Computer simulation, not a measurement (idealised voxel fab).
Name of the process module below: voxel double patterning
It is cross-section cut that appears here, measuring 160 nm in width, its square cells being 5 nm in size.
Cross-section layout: square cells on a grid; listed as bands, top to bottom; a band spans one or more cell rows.
Quick guide to a band line: top height, bottom height (nm) up front; then every material left to right with its width in nm. Only one material and it's marked "full width"? Then it fills the band edge to edge. And "empty" just means empty space.
Basically, 0 is our baseline, since under it the wafer straight out of the box is all one material. The bottom band has no lower end and keeps on going down, so it looks like "top 0, no bottom".
So if you see something like "30 to 40" for the width, read it as the top row of the band sitting at the first number and the bottom row at the second, with every row in between moving by the same amount as the last.
Given "stayed the same" for a step, no cell of the cross-section differs between before and after that step.
Closed-off voids of 8+ cells (no open route to the top) go in "Trapped void list", written width x height at distance from the left edge, in nm.
That trailing text on a step's line, after the settings, is the simulator's own remark on the step.
overlay nm: step with mask; distance mask lay right of planned place; negative value = left of planned place.

The planned process steps are enumerated hereunder:
1. RECEIVE: material Si
2. CONFORMAL_DEP: material SiO2, thk nm 10
3. DIRECTIONAL_DEP: material W, thk nm 20
4. DIRECTIONAL_DEP: material SiCN, thk nm 5
5. MASKED_ETCH: tone open, mask id FIRST, width nm 15, pitch nm 50, etch materials SiCN, depth nm 5, overlay nm 0
6. MASKED_ETCH: tone open, mask id SECOND, width nm 15, pitch nm 50, etch materials SiCN, depth nm 5, overlay nm 0
7. DIRECTIONAL_ETCH: etch materials W, depth nm 20
8. STRIP: etch materials SiCN

As received (post step 1): cross-section:
  top 0, no bottom = Si full width
  Trapped void list: none

Module complete, cross-section. Starting point and plan per above. One mistake made in running the module:
  top 30, bottom 10 = 20 of empty, then 15 of W, then 35 of empty, then 15 of W, then 35 of empty, then 15 of W, then 25 of empty
  top 10, bottom 0 = SiO2 full width
  top 0, no bottom = Si full width
  Trapped void list: none
Short version of what went wrong: rather than as planned, step 5 actually ran as MASKED_ETCH: tone cover, mask id FIRST, width nm 15, pitch nm 50, etch materials SiCN, depth nm 5, overlay nm 0
